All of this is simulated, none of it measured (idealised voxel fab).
This section sets out a process module, namely voxel tone inversion.
The figure presents cross-section cut, which has a width of 205 nm and is divided into square cells with an edge length of 5 nm.
Square cells in a grid make up a cross-section in this document, and the grid is given as bands, listed from the top down, each one or more rows of cells.
Top, bottom (nm), then materials left to right with widths (nm); lone material tagged "full width" fills the whole band edge to edge; "empty" = empty space.
Heads up on the height convention: 0 is the point under which the incoming wafer is all one material, and the lowest band has no bottom, it just keeps going down, like "z 0 and below".
A width given as "30->40" starts at the first number in the band's top row and ends at the second number in its bottom row, shifting by an equal amount at every step from row to row.
The designation "nothing different", where it is given for a processing step, indicates that no cell of the cross-section was altered in the course of that step.
Listed in "Cavities, sealed": every empty space of 8 or more cells without an open way to the top. Form: width x height at distance, the distance being from the left edge, all in nm.
Formally, on a step line, whatever follows the settings is a remark that the simulator itself makes on the step.
overlay nm: where the mask lay relative to plan, measured to the right, on steps with a mask; negatives go left.

# The planned process steps are enumerated hereunder
step 1: op RECEIVE | material Si
step 2: op CONFORMAL_DEP | material SiCN | thk nm 10
step 3: op DIRECTIONAL_DEP | material aC | thk nm 15
step 4: op PATTERN | tone cover | mask id POSTS | material resist | width nm 25 | pitch nm 45 | thk nm 20 | overlay nm 0
step 5: op DIRECTIONAL_ETCH | etch materials aC | depth nm 15
step 6: op STRIP | etch materials resist
step 7: op FILL_DEP | material SiO2 | thk nm 10
step 8: op CMP | height nm 25
step 9: op STRIP | etch materials aC

# What follows covers the first of two wafers; it ran as planned

# Wafer at receipt (post step 1), cross-section
> z 0 and below  Si full width
> Cavities, sealed: none

# Step 2 done - wafer cross-section
> z 10 to 0  SiCN full width
> Under the height 0 nothing was changed.

# Step 3 done - wafer cross-section
> z 25 to 10  aC full width
> Under the height 10 nothing was changed.

# Step 4 done - wafer cross-section
> z 45 to 25  20 nm empty, then 25 nm resist, then 20 nm empty, then 25 nm resist, then 20 nm empty, then 25 nm resist, then 20 nm empty, then 25 nm resist, then 25 nm empty
> Under the height 25 nothing was changed.

# Step 5 done - wafer cross-section
> z 30 to 25  20 nm empty, then 25 nm resist, then 20 nm empty, then 25 nm resist, then 20 nm empty, then 25 nm resist, then 20 nm empty, then 25 nm resist, then 25 nm empty
> z 25 to 10  20 nm empty, then 25 nm aC, then 20 nm empty, then 25 nm aC, then 20 nm empty, then 25 nm aC, then 20 nm empty, then 25 nm aC, then 25 nm empty
> Under the height 10 nothing was changed.

# Step 6 done - wafer cross-section
> z 25 to 10  20 nm empty, then 25 nm aC, then 20 nm empty, then 25 nm aC, then 20 nm empty, then 25 nm aC, then 20 nm empty, then 25 nm aC, then 25 nm empty
> Under the height 10 nothing was changed.

# Step 7 done - wafer cross-section
> z 35 to 25  SiO2 full width
> z 25 to 10  20 nm SiO2, then 25 nm aC, then 20 nm SiO2, then 25 nm aC, then 20 nm SiO2, then 25 nm aC, then 20 nm SiO2, then 25 nm aC, then 25 nm SiO2
> Under the height 10 nothing was changed.

# Step 8 done - wafer cross-section
> z 25 to 10  20 nm SiO2, then 25 nm aC, then 20 nm SiO2, then 25 nm aC, then 20 nm SiO2, then 25 nm aC, then 20 nm SiO2, then 25 nm aC, then 25 nm SiO2
> Under the height 10 nothing was changed.

# Step 9 done - wafer cross-section
> z 25 to 10  20 nm SiO2, then 25 nm empty, then 20 nm SiO2, then 25 nm empty, then 20 nm SiO2, then 25 nm empty, then 20 nm SiO2, then 25 nm empty, then 25 nm SiO2
> Under the height 10 nothing was changed.

# The Second Wafer: Common Origin and Plan, One Mistake in Execution, Identical to the First Through Step 5

# X-section, second wafer, when step 6 was due to finish
> z 25 to 10  20 nm empty, then 25 nm aC, then 20 nm empty, then 25 nm aC, then 20 nm empty, then 25 nm aC, then 20 nm empty, then 25 nm aC, then 25 nm empty
> Under the height 10 nothing was changed.

# X-section, second wafer, when step 7 was due to finish
> z 35 to 25  SiO2 full width
> z 25 to 10  20 nm SiO2, then 25 nm aC, then 20 nm SiO2, then 25 nm aC, then 20 nm SiO2, then 25 nm aC, then 20 nm SiO2, then 25 nm aC, then 25 nm SiO2
> Under the height 10 nothing was changed.

# X-section, second wafer, when step 8 was due to finish
> z 25 to 10  20 nm SiO2, then 25 nm aC, then 20 nm SiO2, then 25 nm aC, then 20 nm SiO2, then 25 nm aC, then 20 nm SiO2, then 25 nm aC, then 25 nm SiO2
> Under the height 10 nothing was changed.

# X-section, second wafer, when step 9 was due to finish
> z 25 to 10  20 nm SiO2, then 25 nm empty, then 20 nm SiO2, then 25 nm empty, then 20 nm SiO2, then 25 nm empty, then 20 nm SiO2, then 25 nm empty, then 25 nm SiO2
> Under the height 10 nothing was changed.
Misprocessing identified: step 6 from the plan got run twice
The two wafers come out with the same cross-section, meaning that, for this model, the mistake has no consequence in the computed result.
